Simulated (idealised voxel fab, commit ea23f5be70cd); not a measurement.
process module | voxel lift off
cross-section cut | 205 nm wide | cells 5 nm
A cross-section is a grid of square cells, given in bands from the top down. A band is one or more rows of cells.
Each band's line starts with the height of the band's top and of its bottom, in nm. Then come its materials from left to right, each with its width in nm. One material with "throughout" fills the band from edge to edge. "air" is empty space.
Height 0 is the level under which the wafer as received is all one material. The lowest band goes on downwards, as in "0 down".
A width such as "30 to 40" changes by the same amount from each row of cells to the next, from the band's top row to its bottom row.
"no change" after a step means that no cell of the cross-section changed.
closed voids: empty space of 8 cells or more with no open way to the top, each as width x height at its distance from the left edge, in nm
after a step's settings: what the simulator itself notes on the step
overlay nm, on a step with a mask: how far to the right of its planned place the mask lay; to the left if negative
plan
1 op RECEIVE | material Si
2 op CONFORMAL_DEP | material Al2O3 | thk nm 15
3 op PATTERN | tone open | mask id LINES | material resist | width nm 25 | pitch nm 50 | thk nm 20 | overlay nm 0
4 op DIRECTIONAL_DEP | material Ru | thk nm 5
5 op STRIP | etch materials resist
6 op CONFORMAL_DEP | material SiN | thk nm 10
first wafer, as planned
as received, after step 1
  0 down: Si throughout
  closed voids: none
after step 2
  15 to 0: Al2O3 throughout
  below 0: unchanged
after step 3
  35 to 15: resist 65 | air 25 | resist 25 | air 25 | resist 65
  below 15: unchanged
after step 4
  40 to 35: Ru 65 | air 25 | Ru 25 | air 25 | Ru 65
  35 to 20: resist 65 | air 25 | resist 25 | air 25 | resist 65
  20 to 15: resist 65 | Ru 25 | resist 25 | Ru 25 | resist 65
  below 15: unchanged
after step 5
  20 to 15: air 65 | Ru 25 | air 25 | Ru 25 | air 65
  below 15: unchanged
after step 6
  30 to 25: air 55 | SiN 45 | air 5 | SiN 45 | air 55
  25 to 20: SiN throughout
  20 to 15: SiN 65 | Ru 25 | SiN 25 | Ru 25 | SiN 65
  below 15: unchanged
second wafer: like start, like plan, one mistake. Through step 2 it matches the first wafer
when step 3 should have ended
  35 to 15: resist 70 | air 20 | resist 30 | air 20 | resist 65
  below 15: unchanged
when step 4 should have ended
  40 to 35: Ru 70 | air 20 | Ru 30 | air 20 | Ru 65
  35 to 20: resist 70 | air 20 | resist 30 | air 20 | resist 65
  20 to 15: resist 70 | Ru 20 | resist 30 | Ru 20 | resist 65
  below 15: unchanged
when step 5 should have ended
  20 to 15: air 70 | Ru 20 | air 30 | Ru 20 | air 65
  below 15: unchanged
when step 6 should have ended
  30 to 25: air 60 | SiN 40 | air 10 | SiN 40 | air 55
  25 to 20: SiN throughout
  20 to 15: SiN 70 | Ru 20 | SiN 30 | Ru 20 | SiN 65
  below 15: unchanged
what went wrong: step 3 ran as: op PATTERN | tone open | mask id LINES | material resist | width nm 20 | pitch nm 50 | thk nm 20 | overlay nm 0
at the end the second wafer has, in cells: 2 fewer of Ru
